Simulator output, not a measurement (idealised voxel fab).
Process module name: voxel wiring stack
The cross-section on display is named cut; it measures 280 nm wide, and its cells are 5 nm squares.
Cross-section, as written here: a square-cell grid given band by band from the top down, where a band holds one or more rows of cells.
Look at the band entry: it leads with the top's height and the bottom's height in nm. Then it lists the materials left to right, with a width in nm for each. The word "full width" on a single material says that material fills the band edge to edge. The word "air" is empty space.
Height datum 0, below which the as-received substrate wafer is one material. Lowest band open at the bottom, running downward: "0 nm and below".
It should be noted that a width expressed as "30 to 40" varies in equal increments from row to row of cells within the band, taking the value of the first number at the top row and that of the second number at the bottom row.
Basically "left unchanged" means that step didn't change any cell in the cross-section.
So "Entrapped void list" is basically the list of trapped voids: any empty space of 8 cells or more that can't reach the top through an opening. They're written width x height at distance, the distance being from the left edge, and it's all nm.
Read whatever lies past the settings on a step's line as the simulator's own remark about the step.
The setting "overlay nm" may be written on the line of a step. When the step uses a mask, the value reports how far to the right of the planned place the mask lay, and a negative value reports that it lay to the left.

## Set out below are the planned steps of the process
- 1: RECEIVE (material Si)
- 2: CONFORMAL_DEP (material SiO2; thk nm 10)
- 3: CONFORMAL_DEP (material SiCN; thk nm 5)
- 4: DIRECTIONAL_DEP (material lowk; thk nm 25)
- 5: DIRECTIONAL_DEP (material aC; thk nm 10)
- 6: PATTERN (tone open; mask id METAL_1; material resist; width nm 30; pitch nm 55; thk nm 30; overlay nm 0)
- 7: DIRECTIONAL_ETCH (etch materials aC; depth nm 10)
- 8: STRIP (etch materials resist)
- 9: DIRECTIONAL_ETCH (etch materials lowk; depth nm 25)
- 10: DIRECTIONAL_ETCH (etch materials SiCN; depth nm 5)
- 11: STRIP (etch materials aC)
- 12: CONFORMAL_DEP (material TiN; thk nm 5)
- 13: FILL_DEP (material Ru; thk nm 5)
- 14: CMP (height nm 40)
- 15: EPI (material Ru; thk nm 5)
- 16: FILL_DEP (material SiCN; thk nm 5)
- 17: DIRECTIONAL_DEP (material lowk; thk nm 15)
- 18: DIRECTIONAL_DEP (material aC; thk nm 15)
- 19: PATTERN (tone open; mask id PLUG_1; material resist; width nm 15; pitch nm 110; thk nm 35; overlay nm 0)
- 20: DIRECTIONAL_ETCH (etch materials aC; depth nm 15)
- 21: STRIP (etch materials resist)
- 22: DIRECTIONAL_ETCH (etch materials lowk; depth nm 15)
- 23: DIRECTIONAL_ETCH (etch materials SiCN; depth nm 5)
- 24: STRIP (etch materials aC)
- 25: EPI (material Ru; thk nm 10)
- 26: EPI (material Ru; thk nm 10)
- 27: DIRECTIONAL_DEP (material TiN; thk nm 5)
- 28: DIRECTIONAL_DEP (material W; thk nm 25)
- 29: DIRECTIONAL_DEP (material aC; thk nm 10)
- 30: PATTERN (tone cover; mask id METAL_2; material resist; width nm 30; pitch nm 55; thk nm 30; overlay nm 0)
- 31: DIRECTIONAL_ETCH (etch materials aC; depth nm 10)
- 32: STRIP (etch materials resist)
- 33: DIRECTIONAL_ETCH (etch materials W; depth nm 25)
- 34: DIRECTIONAL_ETCH (etch materials TiN; depth nm 5)
- 35: STRIP (etch materials aC)
- 36: CONFORMAL_DEP (material SiCN; thk nm 5)
- 37: FILL_DEP (material lowk; thk nm 5)
- 38: CMP (height nm 95)
- 39: CONFORMAL_DEP (material SiCN; thk nm 5)
- 40: DIRECTIONAL_DEP (material SiO2; thk nm 20)
- 41: MASKED_ETCH (tone open; mask id PLUG_2; width nm 15; pitch nm 55; etch materials SiO2; depth nm 20; overlay nm 0)
- 42: MASKED_ETCH (tone open; mask id PLUG_2; width nm 15; pitch nm 55; etch materials SiCN; depth nm 5; overlay nm 0)
- 43: EPI (material Ru; thk nm 10)
- 44: EPI (material Ru; thk nm 10)
- 45: EPI (material Ru; thk nm 5)
- 46: DIRECTIONAL_DEP (material TiN; thk nm 5)
- 47: DIRECTIONAL_DEP (material Ru; thk nm 25)
- 48: MASKED_ETCH (tone cover; mask id METAL_3; width nm 30; pitch nm 55; etch materials Ru; depth nm 25; overlay nm 0)
- 49: MASKED_ETCH (tone cover; mask id METAL_3; width nm 30; pitch nm 55; etch materials TiN; depth nm 5; overlay nm 0)
- 50: FILL_DEP (material lowk; thk nm 5)
- 51: CMP (height nm 150)
- 52: CONFORMAL_DEP (material SiN; thk nm 5)

## Run as planned: first of two wafers

## as received, after step 1
> 0 nm and below = Si full width
> Entrapped void list: none

## Upon completion of step 2, the wafer appears in cross-section as shown
> 10 nm to 0 nm = SiO2 full width
> Under the height 0 nothing was changed.

## Upon completion of step 3, the wafer appears in cross-section as shown
> 15 nm to 10 nm = SiCN full width
> Under the height 10 nothing was changed.

## Upon completion of step 4, the wafer appears in cross-section as shown
> 40 nm to 15 nm = lowk full width
> Under the height 15 nothing was changed.

## Upon completion of step 5, the wafer appears in cross-section as shown
> 50 nm to 40 nm = aC full width
> Under the height 40 nothing was changed.

## Upon completion of step 6, the wafer appears in cross-section as shown
> 80 nm to 50 nm = resist=40 / air=30 / resist=25 / air=30 / resist=25 / air=30 / resist=25 / air=30 / resist=45
> Under the height 50 nothing was changed.

## Upon completion of step 7, the wafer appears in cross-section as shown
> 70 nm to 50 nm = resist=40 / air=30 / resist=25 / air=30 / resist=25 / air=30 / resist=25 / air=30 / resist=45
> 50 nm to 40 nm = aC=40 / air=30 / aC=25 / air=30 / aC=25 / air=30 / aC=25 / air=30 / aC=45
> Under the height 40 nothing was changed.

## Upon completion of step 8, the wafer appears in cross-section as shown
> 50 nm to 40 nm = aC=40 / air=30 / aC=25 / air=30 / aC=25 / air=30 / aC=25 / air=30 / aC=45
> Under the height 40 nothing was changed.

## Upon completion of step 9, the wafer appears in cross-section as shown
> 50 nm to 40 nm = aC=40 / air=30 / aC=25 / air=30 / aC=25 / air=30 / aC=25 / air=30 / aC=45
> 40 nm to 15 nm = lowk=40 / air=30 / lowk=25 / air=30 / lowk=25 / air=30 / lowk=25 / air=30 / lowk=45
> Under the height 15 nothing was changed.

## Upon completion of step 10, the wafer appears in cross-section as shown
> 50 nm to 40 nm = aC=40 / air=30 / aC=25 / air=30 / aC=25 / air=30 / aC=25 / air=30 / aC=45
> 40 nm to 15 nm = lowk=40 / air=30 / lowk=25 / air=30 / lowk=25 / air=30 / lowk=25 / air=30 / lowk=45
> 15 nm to 10 nm = SiCN=40 / air=30 / SiCN=25 / air=30 / SiCN=25 / air=30 / SiCN=25 / air=30 / SiCN=45
> Under the height 10 nothing was changed.

## Upon completion of step 11, the wafer appears in cross-section as shown
> 40 nm to 15 nm = lowk=40 / air=30 / lowk=25 / air=30 / lowk=25 / air=30 / lowk=25 / air=30 / lowk=45
> Under the height 15 nothing was changed.

## Upon completion of step 12, the wafer appears in cross-section as shown
> 45 nm to 40 nm = TiN=45 / air=20 / TiN=35 / air=20 / TiN=35 / air=20 / TiN=35 / air=20 / TiN=50
> 40 nm to 15 nm = lowk=40 / TiN=5 / air=20 / TiN=5 / lowk=25 / TiN=5 / air=20 / TiN=5 / lowk=25 / TiN=5 / air=20 / TiN=5 / lowk=25 / TiN=5 / air=20 / TiN=5 / lowk=45
> 15 nm to 10 nm = SiCN=40 / TiN=30 / SiCN=25 / TiN=30 / SiCN=25 / TiN=30 / SiCN=25 / TiN=30 / SiCN=45
> Under the height 10 nothing was changed.

## Upon completion of step 13, the wafer appears in cross-section as shown
> 50 nm to 45 nm = Ru full width
> 45 nm to 40 nm = TiN=45 / Ru=20 / TiN=35 / Ru=20 / TiN=35 / Ru=20 / TiN=35 / Ru=20 / TiN=50
> 40 nm to 15 nm = lowk=40 / TiN=5 / Ru=20 / TiN=5 / lowk=25 / TiN=5 / Ru=20 / TiN=5 / lowk=25 / TiN=5 / Ru=20 / TiN=5 / lowk=25 / TiN=5 / Ru=20 / TiN=5 / lowk=45
> Under the height 15 nothing was changed.

## Upon completion of step 14, the wafer appears in cross-section as shown
> 40 nm to 15 nm = lowk=40 / TiN=5 / Ru=20 / TiN=5 / lowk=25 / TiN=5 / Ru=20 / TiN=5 / lowk=25 / TiN=5 / Ru=20 / TiN=5 / lowk=25 / TiN=5 / Ru=20 / TiN=5 / lowk=45
> Under the height 15 nothing was changed.

## Upon completion of step 15, the wafer appears in cross-section as shown
> 45 nm to 40 nm = air=35 / Ru=40 / air=15 / Ru=40 / air=15 / Ru=40 / air=15 / Ru=40 / air=40
> Under the height 40 nothing was changed.

## Upon completion of step 16, the wafer appears in cross-section as shown
> 50 nm to 45 nm = SiCN full width
> 45 nm to 40 nm = SiCN=35 / Ru=40 / SiCN=15 / Ru=40 / SiCN=15 / Ru=40 / SiCN=15 / Ru=40 / SiCN=40
> Under the height 40 nothing was changed.

## Upon completion of step 17, the wafer appears in cross-section as shown
> 65 nm to 50 nm = lowk full width
> Under the height 50 nothing was changed.

## Upon completion of step 18, the wafer appears in cross-section as shown
> 80 nm to 65 nm = aC full width
> Under the height 65 nothing was changed.

## Upon completion of step 19, the wafer appears in cross-section as shown
> 115 nm to 80 nm = resist=40 / air=15 / resist=95 / air=15 / resist=115
> Under the height 80 nothing was changed.

## Upon completion of step 20, the wafer appears in cross-section as shown
> 100 nm to 80 nm = resist=40 / air=15 / resist=95 / air=15 / resist=115
> 80 nm to 65 nm = aC=40 / air=15 / aC=95 / air=15 / aC=115
> Under the height 65 nothing was changed.

## Upon completion of step 21, the wafer appears in cross-section as shown
> 80 nm to 65 nm = aC=40 / air=15 / aC=95 / air=15 / aC=115
> Under the height 65 nothing was changed.

## Upon completion of step 22, the wafer appears in cross-section as shown
> 80 nm to 65 nm = aC=40 / air=15 / aC=95 / air=15 / aC=115
> 65 nm to 50 nm = lowk=40 / air=15 / lowk=95 / air=15 / lowk=115
> Under the height 50 nothing was changed.

## Upon completion of step 23, the wafer appears in cross-section as shown
> 80 nm to 65 nm = aC=40 / air=15 / aC=95 / air=15 / aC=115
> 65 nm to 50 nm = lowk=40 / air=15 / lowk=95 / air=15 / lowk=115
> 50 nm to 45 nm = SiCN=40 / air=15 / SiCN=95 / air=15 / SiCN=115
> Under the height 45 nothing was changed.

## Upon completion of step 24, the wafer appears in cross-section as shown
> 65 nm to 50 nm = lowk=40 / air=15 / lowk=95 / air=15 / lowk=115
> Under the height 50 nothing was changed.

## Upon completion of step 25, the wafer appears in cross-section as shown
> 65 nm to 55 nm = lowk=40 / air=15 / lowk=95 / air=15 / lowk=115
> 55 nm to 50 nm = lowk=40 / Ru=15 / lowk=95 / Ru=15 / lowk=115
> 50 nm to 45 nm = SiCN=40 / Ru=15 / SiCN=95 / Ru=15 / SiCN=115
> Under the height 45 nothing was changed.

## Upon completion of step 26, the wafer appears in cross-section as shown
> 65 nm to 50 nm = lowk=40 / Ru=15 / lowk=95 / Ru=15 / lowk=115
> Under the height 50 nothing was changed.

## Upon completion of step 27, the wafer appears in cross-section as shown
> 70 nm to 65 nm = TiN full width
> Under the height 65 nothing was changed.

## Upon completion of step 28, the wafer appears in cross-section as shown
> 95 nm to 70 nm = W full width
> Under the height 70 nothing was changed.

## Upon completion of step 29, the wafer appears in cross-section as shown
> 105 nm to 95 nm = aC full width
> Under the height 95 nothing was changed.

## Upon completion of step 30, the wafer appears in cross-section as shown
> 135 nm to 105 nm = air=40 / resist=30 / air=25 / resist=30 / air=25 / resist=30 / air=25 / resist=30 / air=45
> Under the height 105 nothing was changed.

## Upon completion of step 31, the wafer appears in cross-section as shown
> 125 nm to 105 nm = air=40 / resist=30 / air=25 / resist=30 / air=25 / resist=30 / air=25 / resist=30 / air=45
> 105 nm to 95 nm = air=40 / aC=30 / air=25 / aC=30 / air=25 / aC=30 / air=25 / aC=30 / air=45
> Under the height 95 nothing was changed.

## Upon completion of step 32, the wafer appears in cross-section as shown
> 105 nm to 95 nm = air=40 / aC=30 / air=25 / aC=30 / air=25 / aC=30 / air=25 / aC=30 / air=45
> Under the height 95 nothing was changed.

## Upon completion of step 33, the wafer appears in cross-section as shown
> 105 nm to 95 nm = air=40 / aC=30 / air=25 / aC=30 / air=25 / aC=30 / air=25 / aC=30 / air=45
> 95 nm to 70 nm = air=40 / W=30 / air=25 / W=30 / air=25 / W=30 / air=25 / W=30 / air=45
> Under the height 70 nothing was changed.

## Upon completion of step 34, the wafer appears in cross-section as shown
> 105 nm to 95 nm = air=40 / aC=30 / air=25 / aC=30 / air=25 / aC=30 / air=25 / aC=30 / air=45
> 95 nm to 70 nm = air=40 / W=30 / air=25 / W=30 / air=25 / W=30 / air=25 / W=30 / air=45
> 70 nm to 65 nm = air=40 / TiN=30 / air=25 / TiN=30 / air=25 / TiN=30 / air=25 / TiN=30 / air=45
> Under the height 65 nothing was changed.

## Upon completion of step 35, the wafer appears in cross-section as shown
> 95 nm to 70 nm = air=40 / W=30 / air=25 / W=30 / air=25 / W=30 / air=25 / W=30 / air=45
> Under the height 70 nothing was changed.

## Upon completion of step 36, the wafer appears in cross-section as shown
> 100 nm to 95 nm = air=35 / SiCN=40 / air=15 / SiCN=40 / air=15 / SiCN=40 / air=15 / SiCN=40 / air=40
> 95 nm to 70 nm = air=35 / SiCN=5 / W=30 / SiCN=5 / air=15 / SiCN=5 / W=30 / SiCN=5 / air=15 / SiCN=5 / W=30 / SiCN=5 / air=15 / SiCN=5 / W=30 / SiCN=5 / air=40
> 70 nm to 65 nm = SiCN=40 / TiN=30 / SiCN=25 / TiN=30 / SiCN=25 / TiN=30 / SiCN=25 / TiN=30 / SiCN=45
> Under the height 65 nothing was changed.

## Upon completion of step 37, the wafer appears in cross-section as shown
> 105 nm to 100 nm = lowk full width
> 100 nm to 95 nm = lowk=35 / SiCN=40 / lowk=15 / SiCN=40 / lowk=15 / SiCN=40 / lowk=15 / SiCN=40 / lowk=40
> 95 nm to 70 nm = lowk=35 / SiCN=5 / W=30 / SiCN=5 / lowk=15 / SiCN=5 / W=30 / SiCN=5 / lowk=15 / SiCN=5 / W=30 / SiCN=5 / lowk=15 / SiCN=5 / W=30 / SiCN=5 / lowk=40
> Under the height 70 nothing was changed.

## Upon completion of step 38, the wafer appears in cross-section as shown
> 95 nm to 70 nm = lowk=35 / SiCN=5 / W=30 / SiCN=5 / lowk=15 / SiCN=5 / W=30 / SiCN=5 / lowk=15 / SiCN=5 / W=30 / SiCN=5 / lowk=15 / SiCN=5 / W=30 / SiCN=5 / lowk=40
> Under the height 70 nothing was changed.

## Upon completion of step 39, the wafer appears in cross-section as shown
> 100 nm to 95 nm = SiCN full width
> Under the height 95 nothing was changed.

## Upon completion of step 40, the wafer appears in cross-section as shown
> 120 nm to 100 nm = SiO2 full width
> Under the height 100 nothing was changed.

## Upon completion of step 41, the wafer appears in cross-section as shown
> 120 nm to 100 nm = SiO2=40 / air=15 / SiO2=40 / air=15 / SiO2=40 / air=15 / SiO2=40 / air=15 / SiO2=60
> Under the height 100 nothing was changed.

## Upon completion of step 42, the wafer appears in cross-section as shown
> 120 nm to 100 nm = SiO2=40 / air=15 / SiO2=40 / air=15 / SiO2=40 / air=15 / SiO2=40 / air=15 / SiO2=60
> 100 nm to 95 nm = SiCN=40 / air=15 / SiCN=40 / air=15 / SiCN=40 / air=15 / SiCN=40 / air=15 / SiCN=60
> Under the height 95 nothing was changed.

## Upon completion of step 43, the wafer appears in cross-section as shown
> 120 nm to 105 nm = SiO2=40 / air=15 / SiO2=40 / air=15 / SiO2=40 / air=15 / SiO2=40 / air=15 / SiO2=60
> 105 nm to 100 nm = SiO2=40 / Ru=15 / SiO2=40 / Ru=15 / SiO2=40 / Ru=15 / SiO2=40 / Ru=15 / SiO2=60
> 100 nm to 95 nm = SiCN=40 / Ru=15 / SiCN=40 / Ru=15 / SiCN=40 / Ru=15 / SiCN=40 / Ru=15 / SiCN=60
> Under the height 95 nothing was changed.

## Upon completion of step 44, the wafer appears in cross-section as shown
> 120 nm to 115 nm = SiO2=40 / air=15 / SiO2=40 / air=15 / SiO2=40 / air=15 / SiO2=40 / air=15 / SiO2=60
> 115 nm to 100 nm = SiO2=40 / Ru=15 / SiO2=40 / Ru=15 / SiO2=40 / Ru=15 / SiO2=40 / Ru=15 / SiO2=60
> Under the height 100 nothing was changed.

## Upon completion of step 45, the wafer appears in cross-section as shown
> 120 nm to 100 nm = SiO2=40 / Ru=15 / SiO2=40 / Ru=15 / SiO2=40 / Ru=15 / SiO2=40 / Ru=15 / SiO2=60
> Under the height 100 nothing was changed.

## Upon completion of step 46, the wafer appears in cross-section as shown
> 125 nm to 120 nm = TiN full width
> Under the height 120 nothing was changed.

## Upon completion of step 47, the wafer appears in cross-section as shown
> 150 nm to 125 nm = Ru full width
> Under the height 125 nothing was changed.

## Upon completion of step 48, the wafer appears in cross-section as shown
> 150 nm to 125 nm = air=40 / Ru=30 / air=25 / Ru=30 / air=25 / Ru=30 / air=25 / Ru=30 / air=45
> Under the height 125 nothing was changed.

## Upon completion of step 49, the wafer appears in cross-section as shown
> 150 nm to 125 nm = air=40 / Ru=30 / air=25 / Ru=30 / air=25 / Ru=30 / air=25 / Ru=30 / air=45
> 125 nm to 120 nm = air=40 / TiN=30 / air=25 / TiN=30 / air=25 / TiN=30 / air=25 / TiN=30 / air=45
> Under the height 120 nothing was changed.

## Upon completion of step 50, the wafer appears in cross-section as shown
> 155 nm to 150 nm = lowk full width
> 150 nm to 125 nm = lowk=40 / Ru=30 / lowk=25 / Ru=30 / lowk=25 / Ru=30 / lowk=25 / Ru=30 / lowk=45
> 125 nm to 120 nm = lowk=40 / TiN=30 / lowk=25 / TiN=30 / lowk=25 / TiN=30 / lowk=25 / TiN=30 / lowk=45
> Under the height 120 nothing was changed.

## Upon completion of step 51, the wafer appears in cross-section as shown
> 150 nm to 125 nm = lowk=40 / Ru=30 / lowk=25 / Ru=30 / lowk=25 / Ru=30 / lowk=25 / Ru=30 / lowk=45
> Under the height 125 nothing was changed.

## Upon completion of step 52, the wafer appears in cross-section as shown
> 155 nm to 150 nm = SiN full width
> Under the height 150 nothing was changed.

## Second of two: same start, same plan, one run error; steps up to and including 46 match the first

## Second wafer cross-section, taken as of the time the plan sets for step 47 to be done
> 150 nm to 120 nm = TiN full width
> Under the height 120 nothing was changed.

Second wafer cross-section, taken as of the time the plan sets for step 48 to be done: left unchanged

## Second wafer cross-section, taken as of the time the plan sets for step 49 to be done
> 150 nm to 145 nm = air=40 / TiN=30 / air=25 / TiN=30 / air=25 / TiN=30 / air=25 / TiN=30 / air=45
> Under the height 145 nothing was changed.

## Second wafer cross-section, taken as of the time the plan sets for step 50 to be done
> 155 nm to 150 nm = lowk full width
> 150 nm to 145 nm = lowk=40 / TiN=30 / lowk=25 / TiN=30 / lowk=25 / TiN=30 / lowk=25 / TiN=30 / lowk=45
> Under the height 145 nothing was changed.

## Second wafer cross-section, taken as of the time the plan sets for step 51 to be done
> 150 nm to 145 nm = lowk=40 / TiN=30 / lowk=25 / TiN=30 / lowk=25 / TiN=30 / lowk=25 / TiN=30 / lowk=45
> Under the height 145 nothing was changed.

## Second wafer cross-section, taken as of the time the plan sets for step 52 to be done
> 155 nm to 150 nm = SiN full width
> Under the height 150 nothing was changed.
What broke from the plan during processing? planned and actual differ for step 47; actual: DIRECTIONAL_DEP (material TiN; thk nm 25)
The closing comparison, in cells, has the second wafer with more or fewer of some materials than the first: -120 Ru, +280 TiN, -160 lowk
